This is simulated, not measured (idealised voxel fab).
Herein follows the process module entitled voxel air gaps.
In the cross-section labelled cut, the width is 300 nm and each square cell is 5 nm.
We lay out every cross-section as a grid of square cells and spell it out in bands from the top down, where one band means one or more rows of cells. Band: top height; bottom height; in nm. Then, left to right: material with width in nm, for each material. "edge to edge": a single material spanning edge to edge. "blank": empty space. Basically, 0 is our baseline, since under it the wafer straight out of the box is all one material. The bottom band has no lower end and keeps on going down, so it looks like "from 0 down". With a width like "30 to 40", each row of cells in the band differs from the next by the same amount, the top row carrying the first number and the bottom row the second. It should be understood that the words "no alterations made", when stated for a given step, signify that the cross-section underwent no change in any of its cells during that step. "Cavities, closed" lists enclosed empty spaces (at least 8 cells, no open path upward to the top), each as width x height at distance from the left edge, in nm. Step line, after settings: the simulator's comment on this step. The line of a step may include "overlay nm". On a step with a mask, this value is how far to the right of its planned place the mask lay. A negative value means the mask lay to the left.
PLAN
1 RECEIVE [material Si]
2 CONFORMAL_DEP [material SiO2] [thk nm 15]
3 CONFORMAL_DEP [material SiN] [thk nm 5]
4 DIRECTIONAL_DEP [material lowk] [thk nm 30]
5 MASKED_ETCH [tone open] [mask id LINES] [width nm 25] [pitch nm 55] [etch materials lowk] [depth nm 30] [overlay nm 0]
6 CONFORMAL_DEP [material TiN] [thk nm 5]
7 FILL_DEP [material Ru] [thk nm 5]
8 CMP [height nm 50]
9 EPI [material Ru] [thk nm 10]
10 SELECTIVE_ETCH [etch materials lowk] [depth nm 40]
11 CONFORMAL_DEP [material SiN] [thk nm 5]
AS RECEIVED (POST STEP 1): CROSS-SECTION
> from 0 down  Si edge to edge
> Cavities, closed: none
CROSS-SECTION AT MODULE END, ONE RUN ERROR; START AND PLAN UNCHANGED FROM ABOVE
> from 65 to 60  65 nm blank, then 165 nm SiN, then 70 nm blank
> from 60 to 50  65 nm blank, then 5 nm SiN, then 45 nm Ru, then 10 nm SiN, then 45 nm Ru, then 10 nm SiN, then 45 nm Ru, then 5 nm SiN, then 70 nm blank
> from 50 to 25  65 nm blank, then 5 nm SiN, then 10 nm Ru, then 5 nm TiN, then 15 nm Ru, then 5 nm TiN, then 10 nm Ru, then 10 nm SiN, then 10 nm Ru, then 5 nm TiN, then 15 nm Ru, then 5 nm TiN, then 10 nm Ru, then 10 nm SiN, then 10 nm Ru, then 5 nm TiN, then 15 nm Ru, then 5 nm TiN, then 10 nm Ru, then 5 nm SiN, then 70 nm blank
> from 25 to 20  70 nm SiN, then 10 nm Ru, then 25 nm TiN, then 10 nm Ru, then 10 nm SiN, then 10 nm Ru, then 25 nm TiN, then 10 nm Ru, then 10 nm SiN, then 10 nm Ru, then 25 nm TiN, then 10 nm Ru, then 75 nm SiN
> from 20 to 15  SiN edge to edge
> from 15 to 0  SiO2 edge to edge
> from 0 down  Si edge to edge
> Cavities, closed: none
In executing the process, a mistake was made relative to the plan: steps 9 and 10: order swapped relative to plan
